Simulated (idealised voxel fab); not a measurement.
The name of this process module is voxel released beams.
Xsec cut, 240 nm wide, square cell size 5 nm.
Throughout this document, each cross-section is represented as a grid of square cells and is presented as a sequence of bands enumerated from the top downward, where a band comprises one or more rows of cells. Top height, bottom height, nm. Materials left to right, width each, nm. Single material + "all across" = fills band edge to edge. "empty" = empty. Heights are measured from 0, the level below which the as-received wafer is all one material; the lowest band has no bottom and continues downward, written as in "0..down". Think of "30->40" as a width that walks from the first number to the second as you go down the band, top row to bottom row, taking equal-sized steps from row to row. "all unchanged", as given for a step, is the statement that not any cell of the cross-section underwent a change during that step. For the entry "Sealed-off cavities", the listed items are empty spaces with no open way to the top whose size is 8 cells or more; each item follows the pattern width x height at distance, where distance is from the left edge and all three are in nm. Heads up: the bit after the settings on a step's line is the simulator's remark on that step. overlay nm: how far to the right of its planned place the mask lay on this masked step (negative: to the left).
THE FOLLOWING LIST GIVES THE PLANNED PROCESS STEPS
| 1 | RECEIVE (material Si) |
| 2 | CONFORMAL_DEP (material SiN; thk nm 5) |
| 3 | DIRECTIONAL_DEP (material SiO2; thk nm 20) |
| 4 | DIRECTIONAL_DEP (material aC; thk nm 10) |
| 5 | PATTERN (tone open; mask id ANCHOR; material resist; width nm 40; thk nm 25; overlay nm -15) |
| 6 | DIRECTIONAL_ETCH (etch materials aC; depth nm 10) |
| 7 | STRIP (etch materials resist) |
| 8 | DIRECTIONAL_ETCH (etch materials SiO2; depth nm 20) |
| 9 | STRIP (etch materials aC) |
| 10 | CONFORMAL_DEP (material polySi; thk nm 15) |
| 11 | DIRECTIONAL_DEP (material aC; thk nm 10) |
| 12 | PATTERN (tone cover; mask id BEAM; material resist; width nm 90; thk nm 30; overlay nm 0) |
| 13 | DIRECTIONAL_ETCH (etch materials aC; depth nm 10) |
| 14 | STRIP (etch materials resist) |
| 15 | DIRECTIONAL_ETCH (etch materials polySi; depth nm 15) |
| 16 | STRIP (etch materials aC) |
| 17 | STRIP (etch materials SiO2) |
The plan shows the overlay nm of step 5 as the first wafer had it; this setting differs between the wafers, which start out alike.
THE AS-RECEIVED CROSS-SECTION OF THE FIRST OF SEVERAL WAFERS CORRESPONDS TO THE STATE AFTER STEP 1
- 0..down: Si all across
- Sealed-off cavities: none
HERE IS THE CROSS-SECTION OF THE FIRST OF SEVERAL WAFERS AT THE END OF THE MODULE, AFTER ITS LAST STEP, STEP 17
- 40..25: 70 empty, 5 polySi, 10 empty, 75 polySi, 80 empty
- 25..20: 60 empty, 15 polySi, 10 empty, 15 polySi, 140 empty
- 20..5: 60 empty, 40 polySi, 140 empty
- 5..0: SiN all across
- 0..down: Si all across
- Sealed-off cavities: none
AT THE END OF THE MODULE, THE LAST OF SEVERAL WAFERS IN CROSS-SECTION
- 40..25: 70 empty, 35 polySi, 10 empty, 45 polySi, 80 empty
- 25..20: 90 empty, 15 polySi, 10 empty, 15 polySi, 110 empty
- 20..5: 90 empty, 40 polySi, 110 empty
- 5..0: SiN all across
- 0..down: Si all across
- Sealed-off cavities: none
TABULATED BELOW, WAFER BY WAFER, ARE THE END-OF-MODULE RESULTS: FOR EACH MATERIAL, THE NUMBER OF CELLS GAINED (+) OR LOST (-) RELATIVE TO THE AS-RECEIVED STATE, FOLLOWED BY THE CLOSED VOIDS
overlay nm -15; +48 SiN; +78 polySi; Sealed-off cavities: none
overlay nm -10; +48 SiN; +78 polySi; Sealed-off cavities: none
overlay nm -5; +48 SiN; +78 polySi; Sealed-off cavities: none
overlay nm 0; +48 SiN; +78 polySi; Sealed-off cavities: none
overlay nm 5; +48 SiN; +78 polySi; Sealed-off cavities: none
overlay nm 10; +48 SiN; +78 polySi; Sealed-off cavities: none
overlay nm 15; +48 SiN; +78 polySi; Sealed-off cavities: none
